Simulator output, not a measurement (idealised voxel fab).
You're looking at the process module voxel self aligned vias.
Square cells of 5 nm make up the cross-section cut, whose width is 165 nm.
Cross-section format: a grid of square cells, given as bands from top to bottom; each band is one or more rows of cells. Heads up on the band format: heights come first, top then bottom, in nm. After that it's the materials left to right, each with its width in nm. A single material flagged "edge to edge" fills the whole band edge to edge, and "air" means there's empty space there. Convention: height 0 is the level below which the wafer, as received, is all one material. The lowest band does not terminate at the bottom but continues downward, represented as "z 0 and below". With a width like "30->40", each row of cells in the band differs from the next by the same amount, the top row carrying the first number and the bottom row the second. It should be understood that the words "nothing altered", when stated for a given step, signify that the cross-section underwent no change in any of its cells during that step. The entry "Enclosed empty spaces" lists the empty spaces that cover at least 8 cells and have no open path to the top. Each is written as width x height at distance, where the distance is measured from the left edge and all three values are in nm. Post-settings text on a step line: simulator's own remark regarding the step. For masked steps, "overlay nm" on the step line gives how far right of plan the mask actually lay; a minus sign means it lay to the left.
[Planned step list for the process]
1: RECEIVE, material Si
2: CONFORMAL_DEP, material SiO2, thk nm 15
3: CONFORMAL_DEP, material SiCN, thk nm 5
4: DIRECTIONAL_DEP, material lowk, thk nm 30
5: PATTERN, tone open, mask id LINES, material resist, width nm 30, pitch nm 80, thk nm 20, overlay nm 0
6: DIRECTIONAL_ETCH, etch materials lowk, depth nm 30
7: STRIP, etch materials resist
8: CONFORMAL_DEP, material TiN, thk nm 5
9: FILL_DEP, material W, thk nm 10
10: CMP, height nm 50
11: SELECTIVE_ETCH, etch materials W Ru TiN, depth nm 10
12: FILL_DEP, material SiN, thk nm 5
13: CMP, height nm 50
14: DIRECTIONAL_DEP, material lowk, thk nm 20
15: DIRECTIONAL_DEP, material aC, thk nm 10
16: PATTERN, tone open, mask id VIAS, material resist, width nm 50, pitch nm 80, thk nm 30, overlay nm 0
17: DIRECTIONAL_ETCH, etch materials aC, depth nm 10
18: STRIP, etch materials resist
19: DIRECTIONAL_ETCH, etch materials lowk, depth nm 20
20: DIRECTIONAL_ETCH, etch materials SiN, depth nm 10
21: STRIP, etch materials aC
22: CONFORMAL_DEP, material TiN, thk nm 5
23: FILL_DEP, material W, thk nm 10
24: CMP, height nm 70
25: CONFORMAL_DEP, material SiCN, thk nm 5
[First of the two wafers, run per plan]
[Cross-section of the wafer as it came to us, i.e., already through step 1]
- z 0 and below  Si edge to edge
- Enclosed empty spaces: none
[So this is the wafer cross-section right after step 2]
- z 15 to 0  SiO2 edge to edge
- Note: structure below 0 unchanged.
[So this is the wafer cross-section right after step 3]
- z 20 to 15  SiCN edge to edge
- Note: structure below 15 unchanged.
[So this is the wafer cross-section right after step 4]
- z 50 to 20  lowk edge to edge
- Note: structure below 20 unchanged.
[So this is the wafer cross-section right after step 5]
- z 70 to 50  resist: 25; air: 30; resist: 50; air: 30; resist: 30
- Note: structure below 50 unchanged.
[So this is the wafer cross-section right after step 6]
- z 70 to 50  resist: 25; air: 30; resist: 50; air: 30; resist: 30
- z 50 to 20  lowk: 25; air: 30; lowk: 50; air: 30; lowk: 30
- Note: structure below 20 unchanged.
[So this is the wafer cross-section right after step 7]
- z 50 to 20  lowk: 25; air: 30; lowk: 50; air: 30; lowk: 30
- Note: structure below 20 unchanged.
[So this is the wafer cross-section right after step 8]
- z 55 to 50  TiN: 30; air: 20; TiN: 60; air: 20; TiN: 35
- z 50 to 25  lowk: 25; TiN: 5; air: 20; TiN: 5; lowk: 50; TiN: 5; air: 20; TiN: 5; lowk: 30
- z 25 to 20  lowk: 25; TiN: 30; lowk: 50; TiN: 30; lowk: 30
- Note: structure below 20 unchanged.
[So this is the wafer cross-section right after step 9]
- z 65 to 55  W edge to edge
- z 55 to 50  TiN: 30; W: 20; TiN: 60; W: 20; TiN: 35
- z 50 to 25  lowk: 25; TiN: 5; W: 20; TiN: 5; lowk: 50; TiN: 5; W: 20; TiN: 5; lowk: 30
- Note: structure below 25 unchanged.
[So this is the wafer cross-section right after step 10]
- z 50 to 25  lowk: 25; TiN: 5; W: 20; TiN: 5; lowk: 50; TiN: 5; W: 20; TiN: 5; lowk: 30
- Note: structure below 25 unchanged.
[So this is the wafer cross-section right after step 11]
- z 50 to 40  lowk: 25; air: 30; lowk: 50; air: 30; lowk: 30
- Note: structure below 40 unchanged.
[So this is the wafer cross-section right after step 12]
- z 55 to 50  SiN edge to edge
- z 50 to 40  lowk: 25; SiN: 30; lowk: 50; SiN: 30; lowk: 30
- Note: structure below 40 unchanged.
[So this is the wafer cross-section right after step 13]
- z 50 to 40  lowk: 25; SiN: 30; lowk: 50; SiN: 30; lowk: 30
- Note: structure below 40 unchanged.
[So this is the wafer cross-section right after step 14]
- z 70 to 50  lowk edge to edge
- Note: structure below 50 unchanged.
[So this is the wafer cross-section right after step 15]
- z 80 to 70  aC edge to edge
- Note: structure below 70 unchanged.
[So this is the wafer cross-section right after step 16]
- z 110 to 80  resist: 15; air: 50; resist: 30; air: 50; resist: 20
- Note: structure below 80 unchanged.
[So this is the wafer cross-section right after step 17]
- z 100 to 80  resist: 15; air: 50; resist: 30; air: 50; resist: 20
- z 80 to 70  aC: 15; air: 50; aC: 30; air: 50; aC: 20
- Note: structure below 70 unchanged.
[So this is the wafer cross-section right after step 18]
- z 80 to 70  aC: 15; air: 50; aC: 30; air: 50; aC: 20
- Note: structure below 70 unchanged.
[So this is the wafer cross-section right after step 19]
- z 80 to 70  aC: 15; air: 50; aC: 30; air: 50; aC: 20
- z 70 to 50  lowk: 15; air: 50; lowk: 30; air: 50; lowk: 20
- Note: structure below 50 unchanged.
[So this is the wafer cross-section right after step 20]
- z 80 to 70  aC: 15; air: 50; aC: 30; air: 50; aC: 20
- z 70 to 50  lowk: 15; air: 50; lowk: 30; air: 50; lowk: 20
- z 50 to 40  lowk: 25; air: 30; lowk: 50; air: 30; lowk: 30
- Note: structure below 40 unchanged.
[So this is the wafer cross-section right after step 21]
- z 70 to 50  lowk: 15; air: 50; lowk: 30; air: 50; lowk: 20
- Note: structure below 50 unchanged.
[So this is the wafer cross-section right after step 22]
- z 75 to 70  TiN: 20; air: 40; TiN: 40; air: 40; TiN: 25
- z 70 to 55  lowk: 15; TiN: 5; air: 40; TiN: 5; lowk: 30; TiN: 5; air: 40; TiN: 5; lowk: 20
- z 55 to 45  lowk: 15->25; TiN: 15->5; air: 20; TiN: 15->5; lowk: 30->50; TiN: 15->5; air: 20; TiN: 15->5; lowk: 20->30
- z 45 to 40  lowk: 25; TiN: 30; lowk: 50; TiN: 30; lowk: 30
- Note: structure below 40 unchanged.
[So this is the wafer cross-section right after step 23]
- z 85 to 75  W edge to edge
- z 75 to 70  TiN: 20; W: 40; TiN: 40; W: 40; TiN: 25
- z 70 to 55  lowk: 15; TiN: 5; W: 40; TiN: 5; lowk: 30; TiN: 5; W: 40; TiN: 5; lowk: 20
- z 55 to 45  lowk: 15->25; TiN: 15->5; W: 20; TiN: 15->5; lowk: 30->50; TiN: 15->5; W: 20; TiN: 15->5; lowk: 20->30
- Note: structure below 45 unchanged.
[So this is the wafer cross-section right after step 24]
- z 70 to 55  lowk: 15; TiN: 5; W: 40; TiN: 5; lowk: 30; TiN: 5; W: 40; TiN: 5; lowk: 20
- Note: structure below 55 unchanged.
[So this is the wafer cross-section right after step 25]
- z 75 to 70  SiCN edge to edge
- Note: structure below 70 unchanged.
[The second wafer began exactly as the first did and followed the same plan, but one mistake was made while running it; through step 1 inclusive, the two wafers are identical]
[Cross-section of the second wafer at the time by which step 2 should have been completed according to the plan]
- z 30 to 0  SiO2 edge to edge
- Note: structure below 0 unchanged.
[Cross-section of the second wafer at the time by which step 3 should have been completed according to the plan]
- z 35 to 30  SiCN edge to edge
- Note: structure below 30 unchanged.
[Cross-section of the second wafer at the time by which step 4 should have been completed according to the plan]
- z 65 to 35  lowk edge to edge
- Note: structure below 35 unchanged.
[Cross-section of the second wafer at the time by which step 5 should have been completed according to the plan]
- z 85 to 65  resist: 25; air: 30; resist: 50; air: 30; resist: 30
- Note: structure below 65 unchanged.
[Cross-section of the second wafer at the time by which step 6 should have been completed according to the plan]
- z 85 to 65  resist: 25; air: 30; resist: 50; air: 30; resist: 30
- z 65 to 35  lowk: 25; air: 30; lowk: 50; air: 30; lowk: 30
- Note: structure below 35 unchanged.
[Cross-section of the second wafer at the time by which step 7 should have been completed according to the plan]
- z 65 to 35  lowk: 25; air: 30; lowk: 50; air: 30; lowk: 30
- Note: structure below 35 unchanged.
[Cross-section of the second wafer at the time by which step 8 should have been completed according to the plan]
- z 70 to 65  TiN: 30; air: 20; TiN: 60; air: 20; TiN: 35
- z 65 to 40  lowk: 25; TiN: 5; air: 20; TiN: 5; lowk: 50; TiN: 5; air: 20; TiN: 5; lowk: 30
- z 40 to 35  lowk: 25; TiN: 30; lowk: 50; TiN: 30; lowk: 30
- Note: structure below 35 unchanged.
[Cross-section of the second wafer at the time by which step 9 should have been completed according to the plan]
- z 80 to 70  W edge to edge
- z 70 to 65  TiN: 30; W: 20; TiN: 60; W: 20; TiN: 35
- z 65 to 40  lowk: 25; TiN: 5; W: 20; TiN: 5; lowk: 50; TiN: 5; W: 20; TiN: 5; lowk: 30
- Note: structure below 40 unchanged.
[Cross-section of the second wafer at the time by which step 10 should have been completed according to the plan]
- z 50 to 40  lowk: 25; TiN: 5; W: 20; TiN: 5; lowk: 50; TiN: 5; W: 20; TiN: 5; lowk: 30
- Note: structure below 40 unchanged.
[Cross-section of the second wafer at the time by which step 11 should have been completed according to the plan]
- z 50 to 40  lowk: 25; air: 30; lowk: 50; air: 30; lowk: 30
- Note: structure below 40 unchanged.
[Cross-section of the second wafer at the time by which step 12 should have been completed according to the plan]
- z 55 to 50  SiN edge to edge
- z 50 to 40  lowk: 25; SiN: 30; lowk: 50; SiN: 30; lowk: 30
- Note: structure below 40 unchanged.
[Cross-section of the second wafer at the time by which step 13 should have been completed according to the plan]
- z 50 to 40  lowk: 25; SiN: 30; lowk: 50; SiN: 30; lowk: 30
- Note: structure below 40 unchanged.
[Cross-section of the second wafer at the time by which step 14 should have been completed according to the plan]
- z 70 to 50  lowk edge to edge
- Note: structure below 50 unchanged.
[Cross-section of the second wafer at the time by which step 15 should have been completed according to the plan]
- z 80 to 70  aC edge to edge
- Note: structure below 70 unchanged.
[Cross-section of the second wafer at the time by which step 16 should have been completed according to the plan]
- z 110 to 80  resist: 15; air: 50; resist: 30; air: 50; resist: 20
- Note: structure below 80 unchanged.
[Cross-section of the second wafer at the time by which step 17 should have been completed according to the plan]
- z 100 to 80  resist: 15; air: 50; resist: 30; air: 50; resist: 20
- z 80 to 70  aC: 15; air: 50; aC: 30; air: 50; aC: 20
- Note: structure below 70 unchanged.
[Cross-section of the second wafer at the time by which step 18 should have been completed according to the plan]
- z 80 to 70  aC: 15; air: 50; aC: 30; air: 50; aC: 20
- Note: structure below 70 unchanged.
[Cross-section of the second wafer at the time by which step 19 should have been completed according to the plan]
- z 80 to 70  aC: 15; air: 50; aC: 30; air: 50; aC: 20
- z 70 to 50  lowk: 15; air: 50; lowk: 30; air: 50; lowk: 20
- Note: structure below 50 unchanged.
[Cross-section of the second wafer at the time by which step 20 should have been completed according to the plan]
- z 80 to 70  aC: 15; air: 50; aC: 30; air: 50; aC: 20
- z 70 to 50  lowk: 15; air: 50; lowk: 30; air: 50; lowk: 20
- z 50 to 40  lowk: 25; air: 30; lowk: 50; air: 30; lowk: 30
- Note: structure below 40 unchanged.
[Cross-section of the second wafer at the time by which step 21 should have been completed according to the plan]
- z 70 to 50  lowk: 15; air: 50; lowk: 30; air: 50; lowk: 20
- Note: structure below 50 unchanged.
[Cross-section of the second wafer at the time by which step 22 should have been completed according to the plan]
- z 75 to 70  TiN: 20; air: 40; TiN: 40; air: 40; TiN: 25
- z 70 to 55  lowk: 15; TiN: 5; air: 40; TiN: 5; lowk: 30; TiN: 5; air: 40; TiN: 5; lowk: 20
- z 55 to 45  lowk: 15->25; TiN: 15->5; air: 20; TiN: 15->5; lowk: 30->50; TiN: 15->5; air: 20; TiN: 15->5; lowk: 20->30
- z 45 to 35  lowk: 25; TiN: 30; lowk: 50; TiN: 30; lowk: 30
- Note: structure below 35 unchanged.
[Cross-section of the second wafer at the time by which step 23 should have been completed according to the plan]
- z 85 to 75  W edge to edge
- z 75 to 70  TiN: 20; W: 40; TiN: 40; W: 40; TiN: 25
- z 70 to 55  lowk: 15; TiN: 5; W: 40; TiN: 5; lowk: 30; TiN: 5; W: 40; TiN: 5; lowk: 20
- z 55 to 45  lowk: 15->25; TiN: 15->5; W: 20; TiN: 15->5; lowk: 30->50; TiN: 15->5; W: 20; TiN: 15->5; lowk: 20->30
- Note: structure below 45 unchanged.
[Cross-section of the second wafer at the time by which step 24 should have been completed according to the plan]
- z 70 to 55  lowk: 15; TiN: 5; W: 40; TiN: 5; lowk: 30; TiN: 5; W: 40; TiN: 5; lowk: 20
- Note: structure below 55 unchanged.
[Cross-section of the second wafer at the time by which step 25 should have been completed according to the plan]
- z 75 to 70  SiCN edge to edge
- Note: structure below 70 unchanged.
Short version of what went wrong: step 2 of the plan was executed twice over
Upon completion, the second wafer contains, in terms of cells, a greater or smaller amount of certain materials than the first wafer: 99 more of SiO2; 12 fewer of TiN; 24 fewer of W; 63 fewer of lowk
